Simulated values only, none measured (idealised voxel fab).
Documented hereafter: the process module known as voxel tone inversion.
Displayed cross-section: cut, width of 255 nm, square cells sized 5 nm.
A cross-section in this document is a grid of square cells, and it is written down as bands, the top band listed before the ones below it; a band is made up of one or more rows of cells.
Each band's line starts with the height of the band's top and of its bottom, in nm. Then come its materials from left to right, each with its width in nm. One material with "everywhere" fills the band from edge to edge. "air" is empty space.
Beneath 0, the wafer as received is one material, and that level is where height counting begins. The lowest band goes on downward without a bottom; it is written like "top 0, no bottom".
Read "30..40" as a graded width: first number on top, second number at the bottom, same change between each pair of neighbouring rows.
Take "identical to before" at face value: in the step it is given for, the cross-section changed in none of its cells.
"Closed empty spaces" - sealed voids, min. 8 cells, no opening to top; format: width x height at distance (distance from left edge; nm throughout).
Anything after a step's settings on that line? It's the simulator's own note about the step.
overlay nm: right-of-plan distance of the mask on a masked step; negative values mean left-of-plan.
Plan:
1. RECEIVE [material Si]
2. CONFORMAL_DEP [material SiN] [thk nm 10]
3. DIRECTIONAL_DEP [material polySi] [thk nm 25]
4. PATTERN [tone cover] [mask id POSTS] [material resist] [width nm 25] [pitch nm 40] [thk nm 30] [overlay nm 0]
5. DIRECTIONAL_ETCH [etch materials polySi] [depth nm 25]
6. STRIP [etch materials resist]
7. FILL_DEP [material lowk] [thk nm 5]
8. CMP [height nm 35]
9. STRIP [etch materials polySi]
10. CONFORMAL_DEP [material TiN] [thk nm 5]
11. FILL_DEP [material Cu] [thk nm 10]
12. CMP [height nm 35]
13. CONFORMAL_DEP [material SiCN] [thk nm 5]
Wafer, first of two, run as planned:
Here's what the wafer looked like in cross-section when it arrived - that's after step 1:
	top 0, no bottom | Si everywhere
	Closed empty spaces: none
Cross-section: wafer state after step 2:
	top 10, bottom 0 | SiN everywhere
	Unchanged below 0.
Cross-section: wafer state after step 3:
	top 35, bottom 10 | polySi everywhere
	Unchanged below 10.
Cross-section: wafer state after step 4:
	top 65, bottom 35 | air 95 nm, then resist 25 nm, then air 15 nm, then resist 25 nm, then air 95 nm
	Unchanged below 35.
Cross-section: wafer state after step 5:
	top 65, bottom 35 | air 95 nm, then resist 25 nm, then air 15 nm, then resist 25 nm, then air 95 nm
	top 35, bottom 10 | air 95 nm, then polySi 25 nm, then air 15 nm, then polySi 25 nm, then air 95 nm
	Unchanged below 10.
Cross-section: wafer state after step 6:
	top 35, bottom 10 | air 95 nm, then polySi 25 nm, then air 15 nm, then polySi 25 nm, then air 95 nm
	Unchanged below 10.
Cross-section: wafer state after step 7:
	top 40, bottom 35 | lowk everywhere
	top 35, bottom 10 | lowk 95 nm, then polySi 25 nm, then lowk 15 nm, then polySi 25 nm, then lowk 95 nm
	Unchanged below 10.
Cross-section: wafer state after step 8:
	top 35, bottom 10 | lowk 95 nm, then polySi 25 nm, then lowk 15 nm, then polySi 25 nm, then lowk 95 nm
	Unchanged below 10.
Cross-section: wafer state after step 9:
	top 35, bottom 10 | lowk 95 nm, then air 25 nm, then lowk 15 nm, then air 25 nm, then lowk 95 nm
	Unchanged below 10.
Cross-section: wafer state after step 10:
	top 40, bottom 35 | TiN 100 nm, then air 15 nm, then TiN 25 nm, then air 15 nm, then TiN 100 nm
	top 35, bottom 15 | lowk 95 nm, then TiN 5 nm, then air 15 nm, then TiN 5 nm, then lowk 15 nm, then TiN 5 nm, then air 15 nm, then TiN 5 nm, then lowk 95 nm
	top 15, bottom 10 | lowk 95 nm, then TiN 25 nm, then lowk 15 nm, then TiN 25 nm, then lowk 95 nm
	Unchanged below 10.
Cross-section: wafer state after step 11:
	top 50, bottom 40 | Cu everywhere
	top 40, bottom 35 | TiN 100 nm, then Cu 15 nm, then TiN 25 nm, then Cu 15 nm, then TiN 100 nm
	top 35, bottom 15 | lowk 95 nm, then TiN 5 nm, then Cu 15 nm, then TiN 5 nm, then lowk 15 nm, then TiN 5 nm, then Cu 15 nm, then TiN 5 nm, then lowk 95 nm
	Unchanged below 15.
Cross-section: wafer state after step 12:
	top 35, bottom 15 | lowk 95 nm, then TiN 5 nm, then Cu 15 nm, then TiN 5 nm, then lowk 15 nm, then TiN 5 nm, then Cu 15 nm, then TiN 5 nm, then lowk 95 nm
	Unchanged below 15.
Cross-section: wafer state after step 13:
	top 40, bottom 35 | SiCN everywhere
	Unchanged below 35.
Wafer two: like wafer one in start and plan, but with one mistake in execution; identical up to and including step 2:
Cross-section: second wafer, time at which step 3 was scheduled to end:
	top 30, bottom 10 | polySi everywhere
	Unchanged below 10.
Cross-section: second wafer, time at which step 4 was scheduled to end:
	top 60, bottom 30 | air 95 nm, then resist 25 nm, then air 15 nm, then resist 25 nm, then air 95 nm
	Unchanged below 30.
Cross-section: second wafer, time at which step 5 was scheduled to end:
	top 60, bottom 30 | air 95 nm, then resist 25 nm, then air 15 nm, then resist 25 nm, then air 95 nm
	top 30, bottom 10 | air 95 nm, then polySi 25 nm, then air 15 nm, then polySi 25 nm, then air 95 nm
	Unchanged below 10.
Cross-section: second wafer, time at which step 6 was scheduled to end:
	top 30, bottom 10 | air 95 nm, then polySi 25 nm, then air 15 nm, then polySi 25 nm, then air 95 nm
	Unchanged below 10.
Cross-section: second wafer, time at which step 7 was scheduled to end:
	top 35, bottom 30 | lowk everywhere
	top 30, bottom 10 | lowk 95 nm, then polySi 25 nm, then lowk 15 nm, then polySi 25 nm, then lowk 95 nm
	Unchanged below 10.
Cross-section: second wafer, time at which step 8 was scheduled to end: identical to before
Cross-section: second wafer, time at which step 9 was scheduled to end: identical to before
Cross-section: second wafer, time at which step 10 was scheduled to end:
	top 40, bottom 35 | TiN everywhere
	Unchanged below 35.
Cross-section: second wafer, time at which step 11 was scheduled to end:
	top 50, bottom 40 | Cu everywhere
	Unchanged below 40.
Cross-section: second wafer, time at which step 12 was scheduled to end:
	top 35, bottom 30 | lowk everywhere
	Unchanged below 30.
Cross-section: second wafer, time at which step 13 was scheduled to end:
	top 40, bottom 35 | SiCN everywhere
	Unchanged below 35.
what went wrong: step 3 ran with different settings than intended, the actual operation and settings being DIRECTIONAL_DEP [material polySi] [thk nm 20]
Per the end-of-run cell counts, the second wafer holds more or fewer of some materials than the first: Cu -24 | TiN -26 | lowk +10 | polySi +40
